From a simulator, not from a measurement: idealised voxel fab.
process module | voxel transistor to metal
cross-section cut | 280 nm wide | cells 5 nm
A cross-section is a grid of square cells, given in bands from the top down. A band is one or more rows of cells.
Each band's line starts with the height of the band's top and of its bottom, in nm. Then come its materials from left to right, each with its width in nm. One material with "throughout" fills the band from edge to edge. "air" is empty space.
Height 0 is the level under which the wafer as received is all one material. The lowest band goes on downwards, as in "0 down".
A width such as "30 to 40" changes by the same amount from each row of cells to the next, from the band's top row to its bottom row.
"no change" after a step means that no cell of the cross-section changed.
closed voids: empty space of 8 cells or more with no open way to the top, each as width x height at its distance from the left edge, in nm
after a step's settings: what the simulator itself notes on the step
overlay nm, on a step with a mask: how far to the right of its planned place the mask lay; to the left if negative
plan
1 op RECEIVE | material Si
2 op OXIDIZE | depth nm 5
3 op CONFORMAL_DEP | material SiN | thk nm 10
4 op PATTERN | tone cover | mask id ACTIVE | material resist | width nm 105 | pitch nm 125 | thk nm 15 | overlay nm 0
5 op DIRECTIONAL_ETCH | etch materials SiN | depth nm 10
6 op DIRECTIONAL_ETCH | etch materials SiO2 | depth nm 5
7 op DIRECTIONAL_ETCH | etch materials Si | depth nm 30
8 op STRIP | etch materials resist
9 op OXIDIZE | depth nm 5
10 op FILL_DEP | material SiO2 | thk nm 15
11 op CMP | height nm 10
12 op SELECTIVE_ETCH | etch materials SiO2 | depth nm 5
13 op STRIP | etch materials SiN
14 op SELECTIVE_ETCH | etch materials SiO2 | depth nm 5
15 op OXIDIZE | depth nm 5
16 op DIRECTIONAL_DEP | material polySi | thk nm 20
17 op DIRECTIONAL_DEP | material SiCN | thk nm 15
18 op DIRECTIONAL_DEP | material aC | thk nm 15
19 op PATTERN | tone cover | mask id GATE | material resist | width nm 15 | pitch nm 125 | thk nm 30 | overlay nm 0
20 op DIRECTIONAL_ETCH | etch materials aC | depth nm 15
21 op STRIP | etch materials resist
22 op DIRECTIONAL_ETCH | etch materials SiCN | depth nm 25
23 op DIRECTIONAL_ETCH | etch materials polySi | depth nm 30
24 op STRIP | etch materials aC
25 op CONFORMAL_DEP | material SiO2 | thk nm 5
26 op DIRECTIONAL_ETCH | etch materials SiO2 | depth nm 5
27 op CONFORMAL_DEP | material SiN | thk nm 5
28 op DIRECTIONAL_ETCH | etch materials SiN | depth nm 5
29 op DIRECTIONAL_ETCH | etch materials SiO2 | depth nm 5
30 op DIRECTIONAL_ETCH | etch materials Si | depth nm 10
31 op EPI | material pSi | thk nm 15
32 op FILL_DEP | material SiO2 | thk nm 5
33 op CMP | height nm 30
34 op DIRECTIONAL_DEP | material SiO2 | thk nm 10
35 op MASKED_ETCH | tone open | mask id CONTACT | width nm 35 | etch materials SiO2 | depth nm 45 | overlay nm 0
36 op CONFORMAL_DEP | material TiN | thk nm 5
37 op FILL_DEP | material Ru | thk nm 10
38 op CMP | height nm 40
39 op DIRECTIONAL_DEP | material TiN | thk nm 5
40 op DIRECTIONAL_DEP | material W | thk nm 20
41 op MASKED_ETCH | tone cover | mask id METAL_1 | width nm 20 | etch materials W | depth nm 20 | overlay nm 0
42 op MASKED_ETCH | tone cover | mask id METAL_1 | width nm 20 | etch materials TiN | depth nm 5 | overlay nm 0
43 op FILL_DEP | material lowk | thk nm 5
44 op CMP | height nm 65
45 op CONFORMAL_DEP | material SiN | thk nm 5
first wafer, as planned
as received, after step 1
  0 down: Si throughout
  closed voids: none
after step 2
  0 to -5: SiO2 throughout
  below -5: unchanged
after step 3
  10 to 0: SiN throughout
  below 0: unchanged
after step 4
  25 to 10: air 25 | resist 105 | air 20 | resist 105 | air 25
  below 10: unchanged
after step 5
  25 to 10: air 25 | resist 105 | air 20 | resist 105 | air 25
  10 to 0: air 25 | SiN 105 | air 20 | SiN 105 | air 25
  below 0: unchanged
after step 6
  25 to 10: air 25 | resist 105 | air 20 | resist 105 | air 25
  10 to 0: air 25 | SiN 105 | air 20 | SiN 105 | air 25
  0 to -5: air 25 | SiO2 105 | air 20 | SiO2 105 | air 25
  below -5: unchanged
after step 7
  25 to 10: air 25 | resist 105 | air 20 | resist 105 | air 25
  10 to 0: air 25 | SiN 105 | air 20 | SiN 105 | air 25
  0 to -5: air 25 | SiO2 105 | air 20 | SiO2 105 | air 25
  -5 to -35: air 25 | Si 105 | air 20 | Si 105 | air 25
  below -35: unchanged
after step 8
  10 to 0: air 25 | SiN 105 | air 20 | SiN 105 | air 25
  below 0: unchanged
after step 9
  10 to 0: air 25 | SiN 105 | air 20 | SiN 105 | air 25
  0 to -5: air 25 | SiO2 105 | air 20 | SiO2 105 | air 25
  -5 to -35: air 25 | SiO2 5 | Si 95 | SiO2 5 | air 20 | SiO2 5 | Si 95 | SiO2 5 | air 25
  -35 to -40: SiO2 30 | Si 95 | SiO2 30 | Si 95 | SiO2 30
  below -40: unchanged
after step 10
  25 to 10: SiO2 throughout
  10 to 0: SiO2 25 | SiN 105 | SiO2 20 | SiN 105 | SiO2 25
  0 to -5: SiO2 throughout
  -5 to -40: SiO2 30 | Si 95 | SiO2 30 | Si 95 | SiO2 30
  below -40: unchanged
after step 11
  10 to 0: SiO2 25 | SiN 105 | SiO2 20 | SiN 105 | SiO2 25
  below 0: unchanged
after step 12
  10 to 5: air 25 | SiN 105 | air 20 | SiN 105 | air 25
  below 5: unchanged
after step 13
  5 to 0: SiO2 25 | air 105 | SiO2 20 | air 105 | SiO2 25
  below 0: unchanged
after step 14
  0 to -5: SiO2 20 | air 115 | SiO2 10 | air 115 | SiO2 20
  below -5: unchanged
after step 15
  0 to -5: SiO2 20 | air 115 | SiO2 10 | air 115 | SiO2 20
  -5 to -10: SiO2 throughout
  below -10: unchanged
after step 16
  20 to 15: polySi 20 | air 115 | polySi 10 | air 115 | polySi 20
  15 to 0: polySi throughout
  0 to -5: SiO2 20 | polySi 115 | SiO2 10 | polySi 115 | SiO2 20
  below -5: unchanged
after step 17
  35 to 30: SiCN 20 | air 115 | SiCN 10 | air 115 | SiCN 20
  30 to 20: SiCN throughout
  20 to 15: polySi 20 | SiCN 115 | polySi 10 | SiCN 115 | polySi 20
  below 15: unchanged
after step 18
  50 to 45: aC 20 | air 115 | aC 10 | air 115 | aC 20
  45 to 35: aC throughout
  35 to 30: SiCN 20 | aC 115 | SiCN 10 | aC 115 | SiCN 20
  below 30: unchanged
after step 19
  80 to 50: air 70 | resist 15 | air 110 | resist 15 | air 70
  50 to 45: aC 20 | air 50 | resist 15 | air 50 | aC 10 | air 50 | resist 15 | air 50 | aC 20
  below 45: unchanged
after step 20
  65 to 45: air 70 | resist 15 | air 110 | resist 15 | air 70
  45 to 35: air 70 | aC 15 | air 110 | aC 15 | air 70
  35 to 30: SiCN 20 | air 50 | aC 15 | air 50 | SiCN 10 | air 50 | aC 15 | air 50 | SiCN 20
  below 30: unchanged
after step 21
  45 to 35: air 70 | aC 15 | air 110 | aC 15 | air 70
  below 35: unchanged
after step 22
  45 to 30: air 70 | aC 15 | air 110 | aC 15 | air 70
  30 to 20: air 70 | SiCN 15 | air 110 | SiCN 15 | air 70
  20 to 15: polySi 20 | air 50 | SiCN 15 | air 50 | polySi 10 | air 50 | SiCN 15 | air 50 | polySi 20
  below 15: unchanged
after step 23
  45 to 30: air 70 | aC 15 | air 110 | aC 15 | air 70
  30 to 15: air 70 | SiCN 15 | air 110 | SiCN 15 | air 70
  15 to 0: air 70 | polySi 15 | air 110 | polySi 15 | air 70
  0 to -5: SiO2 20 | air 50 | polySi 15 | air 50 | SiO2 10 | air 50 | polySi 15 | air 50 | SiO2 20
  below -5: unchanged
after step 24
  30 to 15: air 70 | SiCN 15 | air 110 | SiCN 15 | air 70
  below 15: unchanged
after step 25
  35 to 30: air 65 | SiO2 25 | air 100 | SiO2 25 | air 65
  30 to 15: air 65 | SiO2 5 | SiCN 15 | SiO2 5 | air 100 | SiO2 5 | SiCN 15 | SiO2 5 | air 65
  15 to 5: air 65 | SiO2 5 | polySi 15 | SiO2 5 | air 100 | SiO2 5 | polySi 15 | SiO2 5 | air 65
  5 to 0: SiO2 25 | air 40 | SiO2 5 | polySi 15 | SiO2 5 | air 40 | SiO2 20 | air 40 | SiO2 5 | polySi 15 | SiO2 5 | air 40 | SiO2 25
  0 to -5: SiO2 70 | polySi 15 | SiO2 110 | polySi 15 | SiO2 70
  below -5: unchanged
after step 26
  30 to 15: air 65 | SiO2 5 | SiCN 15 | SiO2 5 | air 100 | SiO2 5 | SiCN 15 | SiO2 5 | air 65
  15 to 0: air 65 | SiO2 5 | polySi 15 | SiO2 5 | air 100 | SiO2 5 | polySi 15 | SiO2 5 | air 65
  0 to -5: SiO2 25 | air 40 | SiO2 5 | polySi 15 | SiO2 5 | air 40 | SiO2 20 | air 40 | SiO2 5 | polySi 15 | SiO2 5 | air 40 | SiO2 25
  below -5: unchanged
after step 27
  35 to 30: air 60 | SiN 35 | air 90 | SiN 35 | air 60
  30 to 15: air 60 | SiN 5 | SiO2 5 | SiCN 15 | SiO2 5 | SiN 5 | air 90 | SiN 5 | SiO2 5 | SiCN 15 | SiO2 5 | SiN 5 | air 60
  15 to 5: air 60 | SiN 5 | SiO2 5 | polySi 15 | SiO2 5 | SiN 5 | air 90 | SiN 5 | SiO2 5 | polySi 15 | SiO2 5 | SiN 5 | air 60
  5 to 0: SiN 30 | air 30 | SiN 5 | SiO2 5 | polySi 15 | SiO2 5 | SiN 5 | air 30 | SiN 30 | air 30 | SiN 5 | SiO2 5 | polySi 15 | SiO2 5 | SiN 5 | air 30 | SiN 30
  0 to -5: SiO2 25 | SiN 40 | SiO2 5 | polySi 15 | SiO2 5 | SiN 40 | SiO2 20 | SiN 40 | SiO2 5 | polySi 15 | SiO2 5 | SiN 40 | SiO2 25
  below -5: unchanged
after step 28
  30 to 15: air 60 | SiN 5 | SiO2 5 | SiCN 15 | SiO2 5 | SiN 5 | air 90 | SiN 5 | SiO2 5 | SiCN 15 | SiO2 5 | SiN 5 | air 60
  15 to 0: air 60 | SiN 5 | SiO2 5 | polySi 15 | SiO2 5 | SiN 5 | air 90 | SiN 5 | SiO2 5 | polySi 15 | SiO2 5 | SiN 5 | air 60
  0 to -5: SiO2 25 | SiN 5 | air 30 | SiN 5 | SiO2 5 | polySi 15 | SiO2 5 | SiN 5 | air 30 | SiN 5 | SiO2 20 | SiN 5 | air 30 | SiN 5 | SiO2 5 | polySi 15 | SiO2 5 | SiN 5 | air 30 | SiN 5 | SiO2 25
  below -5: unchanged
after step 29
  30 to 25: air 60 | SiN 5 | air 5 | SiCN 15 | air 5 | SiN 5 | air 90 | SiN 5 | air 5 | SiCN 15 | air 5 | SiN 5 | air 60
  25 to 15: air 60 | SiN 5 | SiO2 5 | SiCN 15 | SiO2 5 | SiN 5 | air 90 | SiN 5 | SiO2 5 | SiCN 15 | SiO2 5 | SiN 5 | air 60
  15 to 0: air 60 | SiN 5 | SiO2 5 | polySi 15 | SiO2 5 | SiN 5 | air 90 | SiN 5 | SiO2 5 | polySi 15 | SiO2 5 | SiN 5 | air 60
  0 to -5: air 25 | SiN 5 | air 30 | SiN 5 | SiO2 5 | polySi 15 | SiO2 5 | SiN 5 | air 30 | SiN 5 | air 20 | SiN 5 | air 30 | SiN 5 | SiO2 5 | polySi 15 | SiO2 5 | SiN 5 | air 30 | SiN 5 | air 25
  -5 to -10: SiO2 30 | air 30 | SiO2 35 | air 30 | SiO2 30 | air 30 | SiO2 35 | air 30 | SiO2 30
  below -10: unchanged
after step 30
  30 to 25: air 60 | SiN 5 | air 5 | SiCN 15 | air 5 | SiN 5 | air 90 | SiN 5 | air 5 | SiCN 15 | air 5 | SiN 5 | air 60
  25 to 15: air 60 | SiN 5 | SiO2 5 | SiCN 15 | SiO2 5 | SiN 5 | air 90 | SiN 5 | SiO2 5 | SiCN 15 | SiO2 5 | SiN 5 | air 60
  15 to 0: air 60 | SiN 5 | SiO2 5 | polySi 15 | SiO2 5 | SiN 5 | air 90 | SiN 5 | SiO2 5 | polySi 15 | SiO2 5 | SiN 5 | air 60
  0 to -5: air 25 | SiN 5 | air 30 | SiN 5 | SiO2 5 | polySi 15 | SiO2 5 | SiN 5 | air 30 | SiN 5 | air 20 | SiN 5 | air 30 | SiN 5 | SiO2 5 | polySi 15 | SiO2 5 | SiN 5 | air 30 | SiN 5 | air 25
  -5 to -10: SiO2 30 | air 30 | SiO2 35 | air 30 | SiO2 30 | air 30 | SiO2 35 | air 30 | SiO2 30
  -10 to -20: SiO2 30 | air 30 | Si 35 | air 30 | SiO2 30 | air 30 | Si 35 | air 30 | SiO2 30
  below -20: unchanged
after step 31
  30 to 25: air 60 | SiN 5 | air 5 | SiCN 15 | air 5 | SiN 5 | air 90 | SiN 5 | air 5 | SiCN 15 | air 5 | SiN 5 | air 60
  25 to 15: air 60 | SiN 5 | SiO2 5 | SiCN 15 | SiO2 5 | SiN 5 | air 90 | SiN 5 | SiO2 5 | SiCN 15 | SiO2 5 | SiN 5 | air 60
  15 to 5: air 60 | SiN 5 | SiO2 5 | polySi 15 | SiO2 5 | SiN 5 | air 90 | SiN 5 | SiO2 5 | polySi 15 | SiO2 5 | SiN 5 | air 60
  5 to 0: air 45 | pSi 15 | SiN 5 | SiO2 5 | polySi 15 | SiO2 5 | SiN 5 | pSi 15 | air 60 | pSi 15 | SiN 5 | SiO2 5 | polySi 15 | SiO2 5 | SiN 5 | pSi 15 | air 45
  0 to -5: air 25 | SiN 5 | air 15 | pSi 15 | SiN 5 | SiO2 5 | polySi 15 | SiO2 5 | SiN 5 | pSi 15 | air 15 | SiN 5 | air 20 | SiN 5 | air 15 | pSi 15 | SiN 5 | SiO2 5 | polySi 15 | SiO2 5 | SiN 5 | pSi 15 | air 15 | SiN 5 | air 25
  -5 to -10: SiO2 30 | pSi 30 | SiO2 35 | pSi 30 | SiO2 30 | pSi 30 | SiO2 35 | pSi 30 | SiO2 30
  -10 to -20: SiO2 30 | pSi 30 | Si 35 | pSi 30 | SiO2 30 | pSi 30 | Si 35 | pSi 30 | SiO2 30
  below -20: unchanged
after step 32
  35 to 30: SiO2 throughout
  30 to 15: SiO2 60 | SiN 5 | SiO2 5 | SiCN 15 | SiO2 5 | SiN 5 | SiO2 90 | SiN 5 | SiO2 5 | SiCN 15 | SiO2 5 | SiN 5 | SiO2 60
  15 to 5: SiO2 60 | SiN 5 | SiO2 5 | polySi 15 | SiO2 5 | SiN 5 | SiO2 90 | SiN 5 | SiO2 5 | polySi 15 | SiO2 5 | SiN 5 | SiO2 60
  5 to 0: SiO2 45 | pSi 15 | SiN 5 | SiO2 5 | polySi 15 | SiO2 5 | SiN 5 | pSi 15 | SiO2 60 | pSi 15 | SiN 5 | SiO2 5 | polySi 15 | SiO2 5 | SiN 5 | pSi 15 | SiO2 45
  0 to -5: SiO2 25 | SiN 5 | SiO2 15 | pSi 15 | SiN 5 | SiO2 5 | polySi 15 | SiO2 5 | SiN 5 | pSi 15 | SiO2 15 | SiN 5 | SiO2 20 | SiN 5 | SiO2 15 | pSi 15 | SiN 5 | SiO2 5 | polySi 15 | SiO2 5 | SiN 5 | pSi 15 | SiO2 15 | SiN 5 | SiO2 25
  below -5: unchanged
after step 33
  30 to 15: SiO2 60 | SiN 5 | SiO2 5 | SiCN 15 | SiO2 5 | SiN 5 | SiO2 90 | SiN 5 | SiO2 5 | SiCN 15 | SiO2 5 | SiN 5 | SiO2 60
  below 15: unchanged
after step 34
  40 to 30: SiO2 throughout
  below 30: unchanged
after step 35
  40 to 30: SiO2 30 | air 35 | SiO2 25 | air 35 | SiO2 30 | air 35 | SiO2 25 | air 35 | SiO2 30
  30 to 15: SiO2 30 | air 30 | SiN 5 | SiO2 5 | SiCN 15 | SiO2 5 | SiN 5 | air 30 | SiO2 30 | air 30 | SiN 5 | SiO2 5 | SiCN 15 | SiO2 5 | SiN 5 | air 30 | SiO2 30
  15 to 5: SiO2 30 | air 30 | SiN 5 | SiO2 5 | polySi 15 | SiO2 5 | SiN 5 | air 30 | SiO2 30 | air 30 | SiN 5 | SiO2 5 | polySi 15 | SiO2 5 | SiN 5 | air 30 | SiO2 30
  5 to 0: SiO2 30 | air 15 | pSi 15 | SiN 5 | SiO2 5 | polySi 15 | SiO2 5 | SiN 5 | pSi 15 | air 15 | SiO2 30 | air 15 | pSi 15 | SiN 5 | SiO2 5 | polySi 15 | SiO2 5 | SiN 5 | pSi 15 | air 15 | SiO2 30
  0 to -5: SiO2 25 | SiN 5 | air 15 | pSi 15 | SiN 5 | SiO2 5 | polySi 15 | SiO2 5 | SiN 5 | pSi 15 | air 15 | SiN 5 | SiO2 20 | SiN 5 | air 15 | pSi 15 | SiN 5 | SiO2 5 | polySi 15 | SiO2 5 | SiN 5 | pSi 15 | air 15 | SiN 5 | SiO2 25
  below -5: unchanged
after step 36
  45 to 40: TiN 35 | air 25 | TiN 35 | air 25 | TiN 40 | air 25 | TiN 35 | air 25 | TiN 35
  40 to 30: SiO2 30 | TiN 5 | air 25 to 20 | TiN 5 to 10 | SiO2 25 | TiN 5 to 10 | air 25 to 20 | TiN 5 | SiO2 30 | TiN 5 | air 25 to 20 | TiN 5 to 10 | SiO2 25 | TiN 5 to 10 | air 25 to 20 | TiN 5 | SiO2 30
  30 to 15: SiO2 30 | TiN 5 | air 20 | TiN 5 | SiN 5 | SiO2 5 | SiCN 15 | SiO2 5 | SiN 5 | TiN 5 | air 20 | TiN 5 | SiO2 30 | TiN 5 | air 20 | TiN 5 | SiN 5 | SiO2 5 | SiCN 15 | SiO2 5 | SiN 5 | TiN 5 | air 20 | TiN 5 | SiO2 30
  15 to 5: SiO2 30 | TiN 5 | air 20 to 5 | TiN 5 to 20 | SiN 5 | SiO2 5 | polySi 15 | SiO2 5 | SiN 5 | TiN 5 to 20 | air 20 to 5 | TiN 5 | SiO2 30 | TiN 5 | air 20 to 5 | TiN 5 to 20 | SiN 5 | SiO2 5 | polySi 15 | SiO2 5 | SiN 5 | TiN 5 to 20 | air 20 to 5 | TiN 5 | SiO2 30
  5 to 0: SiO2 30 | TiN 5 | air 5 | TiN 5 | pSi 15 | SiN 5 | SiO2 5 | polySi 15 | SiO2 5 | SiN 5 | pSi 15 | TiN 5 | air 5 | TiN 5 | SiO2 30 | TiN 5 | air 5 | TiN 5 | pSi 15 | SiN 5 | SiO2 5 | polySi 15 | SiO2 5 | SiN 5 | pSi 15 | TiN 5 | air 5 | TiN 5 | SiO2 30
  0 to -5: SiO2 25 | SiN 5 | TiN 15 | pSi 15 | SiN 5 | SiO2 5 | polySi 15 | SiO2 5 | SiN 5 | pSi 15 | TiN 15 | SiN 5 | SiO2 20 | SiN 5 | TiN 15 | pSi 15 | SiN 5 | SiO2 5 | polySi 15 | SiO2 5 | SiN 5 | pSi 15 | TiN 15 | SiN 5 | SiO2 25
  below -5: unchanged
after step 37
  55 to 45: Ru throughout
  45 to 40: TiN 35 | Ru 25 | TiN 35 | Ru 25 | TiN 40 | Ru 25 | TiN 35 | Ru 25 | TiN 35
  40 to 30: SiO2 30 | TiN 5 | Ru 25 to 20 | TiN 5 to 10 | SiO2 25 | TiN 5 to 10 | Ru 25 to 20 | TiN 5 | SiO2 30 | TiN 5 | Ru 25 to 20 | TiN 5 to 10 | SiO2 25 | TiN 5 to 10 | Ru 25 to 20 | TiN 5 | SiO2 30
  30 to 15: SiO2 30 | TiN 5 | Ru 20 | TiN 5 | SiN 5 | SiO2 5 | SiCN 15 | SiO2 5 | SiN 5 | TiN 5 | Ru 20 | TiN 5 | SiO2 30 | TiN 5 | Ru 20 | TiN 5 | SiN 5 | SiO2 5 | SiCN 15 | SiO2 5 | SiN 5 | TiN 5 | Ru 20 | TiN 5 | SiO2 30
  15 to 5: SiO2 30 | TiN 5 | Ru 20 to 5 | TiN 5 to 20 | SiN 5 | SiO2 5 | polySi 15 | SiO2 5 | SiN 5 | TiN 5 to 20 | Ru 20 to 5 | TiN 5 | SiO2 30 | TiN 5 | Ru 20 to 5 | TiN 5 to 20 | SiN 5 | SiO2 5 | polySi 15 | SiO2 5 | SiN 5 | TiN 5 to 20 | Ru 20 to 5 | TiN 5 | SiO2 30
  5 to 0: SiO2 30 | TiN 5 | Ru 5 | TiN 5 | pSi 15 | SiN 5 | SiO2 5 | polySi 15 | SiO2 5 | SiN 5 | pSi 15 | TiN 5 | Ru 5 | TiN 5 | SiO2 30 | TiN 5 | Ru 5 | TiN 5 | pSi 15 | SiN 5 | SiO2 5 | polySi 15 | SiO2 5 | SiN 5 | pSi 15 | TiN 5 | Ru 5 | TiN 5 | SiO2 30
  below 0: unchanged
after step 38
  40 to 30: SiO2 30 | TiN 5 | Ru 25 to 20 | TiN 5 to 10 | SiO2 25 | TiN 5 to 10 | Ru 25 to 20 | TiN 5 | SiO2 30 | TiN 5 | Ru 25 to 20 | TiN 5 to 10 | SiO2 25 | TiN 5 to 10 | Ru 25 to 20 | TiN 5 | SiO2 30
  below 30: unchanged
after step 39
  45 to 40: TiN throughout
  below 40: unchanged
after step 40
  65 to 45: W throughout
  below 45: unchanged
after step 41
  65 to 45: air 30 | W 20 | air 55 | W 20 | air 30 | W 20 | air 55 | W 20 | air 30
  below 45: unchanged
after step 42
  65 to 45: air 30 | W 20 | air 55 | W 20 | air 30 | W 20 | air 55 | W 20 | air 30
  45 to 40: air 30 | TiN 20 | air 55 | TiN 20 | air 30 | TiN 20 | air 55 | TiN 20 | air 30
  below 40: unchanged
after step 43
  70 to 65: lowk throughout
  65 to 45: lowk 30 | W 20 | lowk 55 | W 20 | lowk 30 | W 20 | lowk 55 | W 20 | lowk 30
  45 to 40: lowk 30 | TiN 20 | lowk 55 | TiN 20 | lowk 30 | TiN 20 | lowk 55 | TiN 20 | lowk 30
  below 40: unchanged
after step 44
  65 to 45: lowk 30 | W 20 | lowk 55 | W 20 | lowk 30 | W 20 | lowk 55 | W 20 | lowk 30
  below 45: unchanged
after step 45
  70 to 65: SiN throughout
  below 65: unchanged
second wafer: like start, like plan, one mistake. Through step 26 it matches the first wafer
when step 27 should have ended: no change
when step 28 should have ended: no change
when step 29 should have ended
  30 to 25: air 70 | SiCN 15 | air 110 | SiCN 15 | air 70
  25 to 15: air 65 | SiO2 5 | SiCN 15 | SiO2 5 | air 100 | SiO2 5 | SiCN 15 | SiO2 5 | air 65
  15 to -5: air 65 | SiO2 5 | polySi 15 | SiO2 5 | air 100 | SiO2 5 | polySi 15 | SiO2 5 | air 65
  -5 to -10: SiO2 25 | air 40 | SiO2 25 | air 40 | SiO2 20 | air 40 | SiO2 25 | air 40 | SiO2 25
  below -10: unchanged
when step 30 should have ended
  30 to 25: air 70 | SiCN 15 | air 110 | SiCN 15 | air 70
  25 to 15: air 65 | SiO2 5 | SiCN 15 | SiO2 5 | air 100 | SiO2 5 | SiCN 15 | SiO2 5 | air 65
  15 to -5: air 65 | SiO2 5 | polySi 15 | SiO2 5 | air 100 | SiO2 5 | polySi 15 | SiO2 5 | air 65
  -5 to -10: SiO2 25 | air 40 | SiO2 25 | air 40 | SiO2 20 | air 40 | SiO2 25 | air 40 | SiO2 25
  -10 to -20: SiO2 30 | air 35 | Si 25 | air 35 | SiO2 30 | air 35 | Si 25 | air 35 | SiO2 30
  below -20: unchanged
when step 31 should have ended
  30 to 25: air 70 | SiCN 15 | air 110 | SiCN 15 | air 70
  25 to 15: air 65 | SiO2 5 | SiCN 15 | SiO2 5 | air 100 | SiO2 5 | SiCN 15 | SiO2 5 | air 65
  15 to 5: air 65 | SiO2 5 | polySi 15 | SiO2 5 | air 100 | SiO2 5 | polySi 15 | SiO2 5 | air 65
  5 to -5: air 50 | pSi 15 | SiO2 5 | polySi 15 | SiO2 5 | pSi 15 | air 70 | pSi 15 | SiO2 5 | polySi 15 | SiO2 5 | pSi 15 | air 50
  -5 to -10: SiO2 25 | pSi 40 | SiO2 25 | pSi 40 | SiO2 20 | pSi 40 | SiO2 25 | pSi 40 | SiO2 25
  -10 to -20: SiO2 30 | pSi 35 | Si 25 | pSi 35 | SiO2 30 | pSi 35 | Si 25 | pSi 35 | SiO2 30
  below -20: unchanged
when step 32 should have ended
  35 to 30: SiO2 throughout
  30 to 15: SiO2 70 | SiCN 15 | SiO2 110 | SiCN 15 | SiO2 70
  15 to 5: SiO2 70 | polySi 15 | SiO2 110 | polySi 15 | SiO2 70
  5 to -5: SiO2 50 | pSi 15 | SiO2 5 | polySi 15 | SiO2 5 | pSi 15 | SiO2 70 | pSi 15 | SiO2 5 | polySi 15 | SiO2 5 | pSi 15 | SiO2 50
  below -5: unchanged
when step 33 should have ended
  30 to 15: SiO2 70 | SiCN 15 | SiO2 110 | SiCN 15 | SiO2 70
  below 15: unchanged
when step 34 should have ended
  40 to 30: SiO2 throughout
  below 30: unchanged
when step 35 should have ended
  40 to 30: SiO2 30 | air 35 | SiO2 25 | air 35 | SiO2 30 | air 35 | SiO2 25 | air 35 | SiO2 30
  30 to 15: SiO2 30 | air 35 | SiO2 5 | SiCN 15 | SiO2 5 | air 35 | SiO2 30 | air 35 | SiO2 5 | SiCN 15 | SiO2 5 | air 35 | SiO2 30
  15 to 5: SiO2 30 | air 35 | SiO2 5 | polySi 15 | SiO2 5 | air 35 | SiO2 30 | air 35 | SiO2 5 | polySi 15 | SiO2 5 | air 35 | SiO2 30
  5 to -5: SiO2 30 | air 20 | pSi 15 | SiO2 5 | polySi 15 | SiO2 5 | pSi 15 | air 20 | SiO2 30 | air 20 | pSi 15 | SiO2 5 | polySi 15 | SiO2 5 | pSi 15 | air 20 | SiO2 30
  below -5: unchanged
when step 36 should have ended
  45 to 40: TiN 35 | air 25 | TiN 35 | air 25 | TiN 40 | air 25 | TiN 35 | air 25 | TiN 35
  40 to 30: SiO2 30 | TiN 5 | air 25 | TiN 5 | SiO2 25 | TiN 5 | air 25 | TiN 5 | SiO2 30 | TiN 5 | air 25 | TiN 5 | SiO2 25 | TiN 5 | air 25 | TiN 5 | SiO2 30
  30 to 15: SiO2 30 | TiN 5 | air 25 | TiN 5 | SiO2 5 | SiCN 15 | SiO2 5 | TiN 5 | air 25 | TiN 5 | SiO2 30 | TiN 5 | air 25 | TiN 5 | SiO2 5 | SiCN 15 | SiO2 5 | TiN 5 | air 25 | TiN 5 | SiO2 30
  15 to 5: SiO2 30 | TiN 5 | air 25 to 10 | TiN 5 to 20 | SiO2 5 | polySi 15 | SiO2 5 | TiN 5 to 20 | air 25 to 10 | TiN 5 | SiO2 30 | TiN 5 | air 25 to 10 | TiN 5 to 20 | SiO2 5 | polySi 15 | SiO2 5 | TiN 5 to 20 | air 25 to 10 | TiN 5 | SiO2 30
  5 to 0: SiO2 30 | TiN 5 | air 10 | TiN 5 | pSi 15 | SiO2 5 | polySi 15 | SiO2 5 | pSi 15 | TiN 5 | air 10 | TiN 5 | SiO2 30 | TiN 5 | air 10 | TiN 5 | pSi 15 | SiO2 5 | polySi 15 | SiO2 5 | pSi 15 | TiN 5 | air 10 | TiN 5 | SiO2 30
  0 to -5: SiO2 30 | TiN 20 | pSi 15 | SiO2 5 | polySi 15 | SiO2 5 | pSi 15 | TiN 20 | SiO2 30 | TiN 20 | pSi 15 | SiO2 5 | polySi 15 | SiO2 5 | pSi 15 | TiN 20 | SiO2 30
  below -5: unchanged
when step 37 should have ended
  55 to 45: Ru throughout
  45 to 40: TiN 35 | Ru 25 | TiN 35 | Ru 25 | TiN 40 | Ru 25 | TiN 35 | Ru 25 | TiN 35
  40 to 30: SiO2 30 | TiN 5 | Ru 25 | TiN 5 | SiO2 25 | TiN 5 | Ru 25 | TiN 5 | SiO2 30 | TiN 5 | Ru 25 | TiN 5 | SiO2 25 | TiN 5 | Ru 25 | TiN 5 | SiO2 30
  30 to 15: SiO2 30 | TiN 5 | Ru 25 | TiN 5 | SiO2 5 | SiCN 15 | SiO2 5 | TiN 5 | Ru 25 | TiN 5 | SiO2 30 | TiN 5 | Ru 25 | TiN 5 | SiO2 5 | SiCN 15 | SiO2 5 | TiN 5 | Ru 25 | TiN 5 | SiO2 30
  15 to 5: SiO2 30 | TiN 5 | Ru 25 to 10 | TiN 5 to 20 | SiO2 5 | polySi 15 | SiO2 5 | TiN 5 to 20 | Ru 25 to 10 | TiN 5 | SiO2 30 | TiN 5 | Ru 25 to 10 | TiN 5 to 20 | SiO2 5 | polySi 15 | SiO2 5 | TiN 5 to 20 | Ru 25 to 10 | TiN 5 | SiO2 30
  5 to 0: SiO2 30 | TiN 5 | Ru 10 | TiN 5 | pSi 15 | SiO2 5 | polySi 15 | SiO2 5 | pSi 15 | TiN 5 | Ru 10 | TiN 5 | SiO2 30 | TiN 5 | Ru 10 | TiN 5 | pSi 15 | SiO2 5 | polySi 15 | SiO2 5 | pSi 15 | TiN 5 | Ru 10 | TiN 5 | SiO2 30
  below 0: unchanged
when step 38 should have ended
  40 to 30: SiO2 30 | TiN 5 | Ru 25 | TiN 5 | SiO2 25 | TiN 5 | Ru 25 | TiN 5 | SiO2 30 | TiN 5 | Ru 25 | TiN 5 | SiO2 25 | TiN 5 | Ru 25 | TiN 5 | SiO2 30
  below 30: unchanged
when step 39 should have ended
  45 to 40: TiN throughout
  below 40: unchanged
when step 40 should have ended
  65 to 45: W throughout
  below 45: unchanged
when step 41 should have ended
  65 to 45: air 30 | W 20 | air 55 | W 20 | air 30 | W 20 | air 55 | W 20 | air 30
  below 45: unchanged
when step 42 should have ended
  65 to 45: air 30 | W 20 | air 55 | W 20 | air 30 | W 20 | air 55 | W 20 | air 30
  45 to 40: air 30 | TiN 20 | air 55 | TiN 20 | air 30 | TiN 20 | air 55 | TiN 20 | air 30
  below 40: unchanged
when step 43 should have ended
  70 to 65: lowk throughout
  65 to 45: lowk 30 | W 20 | lowk 55 | W 20 | lowk 30 | W 20 | lowk 55 | W 20 | lowk 30
  45 to 40: lowk 30 | TiN 20 | lowk 55 | TiN 20 | lowk 30 | TiN 20 | lowk 55 | TiN 20 | lowk 30
  below 40: unchanged
when step 44 should have ended
  65 to 45: lowk 30 | W 20 | lowk 55 | W 20 | lowk 30 | W 20 | lowk 55 | W 20 | lowk 30
  below 45: unchanged
when step 45 should have ended
  70 to 65: SiN throughout
  below 65: unchanged
what went wrong: step 27 was left out
at the end the second wafer has, in cells: 28 more of Ru | 8 fewer of Si | 32 fewer of SiN | 4 fewer of SiO2 | 16 more of pSi
